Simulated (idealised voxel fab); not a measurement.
The name of this process module is voxel self aligned contacts.
Section cut is 205 nm wide and gridded with 5 nm square cells.
Heads up, the way a cross-section reads in here is a grid of square cells, handed over as bands from the top down, with every band being one or more rows of cells. This entry defines a band. It first specifies the height of the band's top and the height of its bottom in nm, and then specifies the band's materials from left to right, stating each material with its width in nm. The word "throughout" identifies a single material that fills the band from edge to edge, while the word "blank" identifies empty space. Height reference: 0 = level under which incoming wafer is all one material. Lowest band: no bottom, runs on downward, e.g. "0 and below". Width spec "30 to 40" -> top row of cells at first value, bottom row at second value, equal per-row change in between. The designation "changes: none", where it is given for a processing step, indicates that no cell of the cross-section was altered in the course of that step. Basically, "Cavities, sealed" tells you about the enclosed voids: empty spaces with no open way to the top, 8 cells or bigger, each written width x height at distance, where distance is from the left edge, all in nm. Text after the settings on a step's line: the simulator's own remark on that step. A step line may carry the setting "overlay nm", which, for steps involving a mask, states the distance by which the mask lay to the right of its intended position; negative values denote displacement to the left.

These are the steps we planned for the process
- 1: RECEIVE [material Si]
- 2: CONFORMAL_DEP [material SiO2] [thk nm 5]
- 3: DIRECTIONAL_DEP [material polySi] [thk nm 25]
- 4: DIRECTIONAL_DEP [material SiN] [thk nm 20]
- 5: PATTERN [tone cover] [mask id GATE] [material resist] [width nm 25] [pitch nm 50] [thk nm 15] [overlay nm 0]
- 6: DIRECTIONAL_ETCH [etch materials SiN] [depth nm 20]
- 7: DIRECTIONAL_ETCH [etch materials polySi] [depth nm 25]
- 8: STRIP [etch materials resist]
- 9: CONFORMAL_DEP [material SiN] [thk nm 5]
- 10: DIRECTIONAL_ETCH [etch materials SiN] [depth nm 5]
- 11: FILL_DEP [material SiO2] [thk nm 20]
- 12: CMP [height nm 60]
- 13: DIRECTIONAL_DEP [material aC] [thk nm 15]
- 14: PATTERN [tone open] [mask id CONTACT] [material resist] [width nm 35] [pitch nm 50] [thk nm 30] [overlay nm 0]
- 15: DIRECTIONAL_ETCH [etch materials aC] [depth nm 15]
- 16: STRIP [etch materials resist]
- 17: DIRECTIONAL_ETCH [etch materials SiO2] [depth nm 60]
- 18: STRIP [etch materials aC]
- 19: CONFORMAL_DEP [material TiN] [thk nm 5]
- 20: FILL_DEP [material W] [thk nm 5]
- 21: CMP [height nm 60]
- 22: CONFORMAL_DEP [material SiN] [thk nm 5]

Cross-section of the wafer upon arrival, representing the state reached after step 1
0 and below | Si throughout
Cavities, sealed: none

Sectioned view, first of two wafers, at the close of the module, processed as intended in the plan
65 down to 60 | SiN throughout
60 down to 50 | 60 SiO2, then 5 to 15 TiN, then 25 to 5 W, then 5 to 15 TiN, then 15 SiO2, then 5 to 15 TiN, then 25 to 5 W, then 5 to 15 TiN, then 60 SiO2
50 down to 30 | 35 SiO2, then 35 SiN, then 5 TiN, then 5 W, then 5 TiN, then 35 SiN, then 5 TiN, then 5 W, then 5 TiN, then 35 SiN, then 35 SiO2
30 down to 5 | 35 SiO2, then 5 SiN, then 25 polySi, then 5 SiN, then 5 TiN, then 5 W, then 5 TiN, then 5 SiN, then 25 polySi, then 5 SiN, then 5 TiN, then 5 W, then 5 TiN, then 5 SiN, then 25 polySi, then 5 SiN, then 35 SiO2
5 down to 0 | 70 SiO2, then 15 TiN, then 35 SiO2, then 15 TiN, then 70 SiO2
0 and below | Si throughout
Cavities, sealed: none

Cross-section at end of module for the second wafer of two, which matched the first in starting point and plan and differed by one mistake in its processing
65 down to 60 | SiN throughout
60 down to 50 | 60 SiO2, then 5 TiN, then 25 W, then 5 TiN, then 15 SiO2, then 5 TiN, then 25 W, then 5 TiN, then 60 SiO2
50 down to 45 | 60 SiO2, then 15 TiN, then 5 W, then 15 TiN, then 15 SiO2, then 15 TiN, then 5 W, then 15 TiN, then 60 SiO2
45 down to 25 | 35 SiO2, then 35 SiN, then 5 TiN, then 5 W, then 5 TiN, then 35 SiN, then 5 TiN, then 5 W, then 5 TiN, then 35 SiN, then 35 SiO2
25 down to 5 | 35 SiO2, then 5 SiN, then 25 polySi, then 5 SiN, then 5 TiN, then 5 W, then 5 TiN, then 5 SiN, then 25 polySi, then 5 SiN, then 5 TiN, then 5 W, then 5 TiN, then 5 SiN, then 25 polySi, then 5 SiN, then 35 SiO2
5 down to 0 | 35 SiO2, then 5 SiN, then 25 polySi, then 5 SiN, then 15 TiN, then 5 SiN, then 25 polySi, then 5 SiN, then 15 TiN, then 5 SiN, then 25 polySi, then 5 SiN, then 35 SiO2
0 and below | Si throughout
Cavities, sealed: none
Deviation noted in wafer processing: step 2 of the plan: omitted, not performed
It is noted that, at the conclusion of processing, the second wafer exhibits a higher or lower cell count for certain materials relative to the first: -8 SiO2; +8 W
